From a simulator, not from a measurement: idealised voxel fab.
Name of the process module below: voxel fin reveal
The cross-section shown here is cut; it is 160 nm wide and divided into square cells measuring 5 nm on a side.
A cross-section is written here as square cells arranged in a grid, and it is given in bands from the top down, each band taking up one or more rows of cells.
The band entry comprises the height of the band's top followed by the height of its bottom, expressed in nm, and subsequently the band's materials from left to right, each stated together with its width in nm. Where a single material is marked with the word "all across", that material fills the band from edge to edge. The word "air" represents empty space.
Below 0: as-received wafer, all one material; heights counted from there. Lowest band: no bottom, goes on down, written "0 down".
Width spec "30 to 40" -> top row of cells at first value, bottom row at second value, equal per-row change in between.
The cross-section has no changed cell in any step marked "nothing got changed".
Look at "Voids lacking openings" for the closed voids: empty spaces with no open path to the top, sized 8 cells or up. Each is width x height at distance, distance from the left edge, all nm.
Post-settings text on a step line: simulator's own remark regarding the step.
The "overlay nm" setting may appear on a step's line; for a step that uses a mask, it gives how far to the right of its planned position the mask lay, and a negative value indicates the left.
# The process steps that were planned are listed below
1) RECEIVE,material Si
2) CONFORMAL_DEP,material SiN,thk nm 5
3) PATTERN,tone cover,mask id FINS,material resist,width nm 15,pitch nm 35,thk nm 20,overlay nm 0
4) DIRECTIONAL_ETCH,etch materials SiN,depth nm 5
5) DIRECTIONAL_ETCH,etch materials Si,depth nm 40
6) STRIP,etch materials resist
7) FILL_DEP,material SiO2,thk nm 15
8) CMP,height nm 5
9) SELECTIVE_ETCH,etch materials SiO2,depth nm 35
10) STRIP,etch materials SiN
# Step 1 complete: cross-section of the wafer as received
> 0 down | Si all across
> Voids lacking openings: none
# Module complete - cross-section of the first of two wafers, run according to plan
> 0 to -30 | air: 35, then Si: 15, then air: 20, then Si: 15, then air: 20, then Si: 15, then air: 40
> -30 to -40 | SiO2: 35, then Si: 15, then SiO2: 20, then Si: 15, then SiO2: 20, then Si: 15, then SiO2: 40
> -40 down | Si all across
> Voids lacking openings: none
# The second wafer, shown in cross-section after the module: started the same way as the first and given the same plan, yet one mistake crept into how it was run
> 0 to -30 | air: 35, then Si: 15, then air: 20, then Si: 15, then air: 20, then Si: 15, then air: 40
> -30 to -45 | SiO2: 35, then Si: 15, then SiO2: 20, then Si: 15, then SiO2: 20, then Si: 15, then SiO2: 40
> -45 down | Si all across
> Voids lacking openings: none
Want to know what went wrong? it should be noted that step 5 was executed with settings other than those planned, the operation and settings actually applied being DIRECTIONAL_ETCH,etch materials Si,depth nm 45
Counted in cells at the end, the second wafer holds more or fewer of these materials than the first: Si -23; SiO2 +23
